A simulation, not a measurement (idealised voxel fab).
process module | voxel capacitor over wiring
cross-section cut | 265 nm wide | cells 5 nm
A cross-section is a grid of square cells, given in bands from the top down. A band is one or more rows of cells.
Each band's line starts with the height of the band's top and of its bottom, in nm. Then come its materials from left to right, each with its width in nm. One material with "throughout" fills the band from edge to edge. "air" is empty space.
Height 0 is the level under which the wafer as received is all one material. The lowest band goes on downwards, as in "0 down".
A width such as "30 to 40" changes by the same amount from each row of cells to the next, from the band's top row to its bottom row.
"no change" after a step means that no cell of the cross-section changed.
closed voids: empty space of 8 cells or more with no open way to the top, each as width x height at its distance from the left edge, in nm
after a step's settings: what the simulator itself notes on the step
overlay nm, on a step with a mask: how far to the right of its planned place the mask lay; to the left if negative
plan
1 op RECEIVE | material Si
2 op CONFORMAL_DEP | material SiO2 | thk nm 10
3 op CONFORMAL_DEP | material SiN | thk nm 5
4 op DIRECTIONAL_DEP | material lowk | thk nm 15
5 op DIRECTIONAL_DEP | material aC | thk nm 10
6 op PATTERN | tone open | mask id METAL_1 | material resist | width nm 30 | pitch nm 100 | thk nm 25 | overlay nm 0
7 op DIRECTIONAL_ETCH | etch materials aC | depth nm 10
8 op STRIP | etch materials resist
9 op DIRECTIONAL_ETCH | etch materials lowk | depth nm 15
10 op DIRECTIONAL_ETCH | etch materials SiN | depth nm 5
11 op STRIP | etch materials aC
12 op CONFORMAL_DEP | material TiN | thk nm 5
13 op FILL_DEP | material Cu | thk nm 10
14 op CMP | height nm 30
15 op EPI | material Ru | thk nm 5
16 op FILL_DEP | material SiCN | thk nm 5
17 op DIRECTIONAL_DEP | material lowk | thk nm 20
18 op MASKED_ETCH | tone open | mask id PLUG_1 | width nm 15 | etch materials lowk | depth nm 20 | overlay nm 0
19 op MASKED_ETCH | tone open | mask id PLUG_1 | width nm 15 | etch materials SiCN | depth nm 5 | overlay nm 0
20 op EPI | material Ru | thk nm 10
21 op EPI | material Ru | thk nm 10
22 op EPI | material Ru | thk nm 5
23 op DIRECTIONAL_DEP | material TiN | thk nm 10
24 op DIRECTIONAL_DEP | material Al2O3 | thk nm 5
25 op DIRECTIONAL_DEP | material TiN | thk nm 5
26 op PATTERN | tone cover | mask id UPPER_PLATE | material resist | width nm 75 | thk nm 15 | overlay nm 0
27 op DIRECTIONAL_ETCH | etch materials TiN | depth nm 5
28 op DIRECTIONAL_ETCH | etch materials Al2O3 | depth nm 5
29 op STRIP | etch materials resist
30 op MASKED_ETCH | tone cover | mask id LOWER_PLATE | width nm 85 | etch materials TiN | depth nm 10 | overlay nm 0
31 op FILL_DEP | material SiO2 | thk nm 15
32 op CMP | height nm 90
33 op DIRECTIONAL_DEP | material aC | thk nm 15
34 op PATTERN | tone open | mask id PLUG_2 | material resist | width nm 15 | thk nm 35 | overlay nm 0
35 op DIRECTIONAL_ETCH | etch materials aC | depth nm 15
36 op STRIP | etch materials resist
37 op DIRECTIONAL_ETCH | etch materials SiO2 | depth nm 10
38 op STRIP | etch materials aC
39 op CONFORMAL_DEP | material TiN | thk nm 5
40 op FILL_DEP | material Ru | thk nm 10
41 op CMP | height nm 90
42 op CONFORMAL_DEP | material SiCN | thk nm 5
as received, after step 1
  0 down: Si throughout
  closed voids: none
first wafer at the end, as planned
  95 to 90: SiCN throughout
  90 to 85: SiO2 90 | TiN 5 | Ru 5 | TiN 5 | SiO2 160
  85 to 75: SiO2 90 to 80 | TiN 15 to 75 | SiO2 160 to 110
  75 to 70: SiO2 80 | Al2O3 75 | SiO2 110
  70 to 60: SiO2 75 | TiN 85 | SiO2 105
  60 to 40: lowk 80 | Ru 15 | lowk 170
  40 to 35: SiCN 80 | Ru 15 | SiCN 170
  35 to 30: SiCN 60 | Ru 40 | SiCN 60 | Ru 40 | SiCN 65
  30 to 15: lowk 65 | TiN 5 | Cu 20 | TiN 5 | lowk 70 | TiN 5 | Cu 20 | TiN 5 | lowk 70
  15 to 10: SiN 65 | TiN 30 | SiN 70 | TiN 30 | SiN 70
  10 to 0: SiO2 throughout
  0 down: Si throughout
  closed voids: none
second wafer at the end: like start, like plan, one mistake
  95 to 90: SiCN throughout
  90 to 85: SiO2 90 | TiN 5 | Ru 5 | TiN 5 | SiO2 160
  85 to 75: SiO2 90 to 80 | TiN 15 to 75 | SiO2 160 to 110
  75 to 70: SiO2 80 | Al2O3 75 | SiO2 110
  70 to 65: SiO2 75 | TiN 85 | SiO2 105
  65 to 60: TiN throughout
  60 to 40: lowk 80 | Ru 15 | lowk 170
  40 to 35: SiCN 80 | Ru 15 | SiCN 170
  35 to 30: SiCN 60 | Ru 40 | SiCN 60 | Ru 40 | SiCN 65
  30 to 15: lowk 65 | TiN 5 | Cu 20 | TiN 5 | lowk 70 | TiN 5 | Cu 20 | TiN 5 | lowk 70
  15 to 10: SiN 65 | TiN 30 | SiN 70 | TiN 30 | SiN 70
  10 to 0: SiO2 throughout
  0 down: Si throughout
  closed voids: none
what went wrong: step 30 ran as: op MASKED_ETCH | tone cover | mask id LOWER_PLATE | width nm 85 | etch materials TiN | depth nm 5 | overlay nm 0
at the end the second wafer has, in cells: 36 fewer of SiO2 | 36 more of TiN
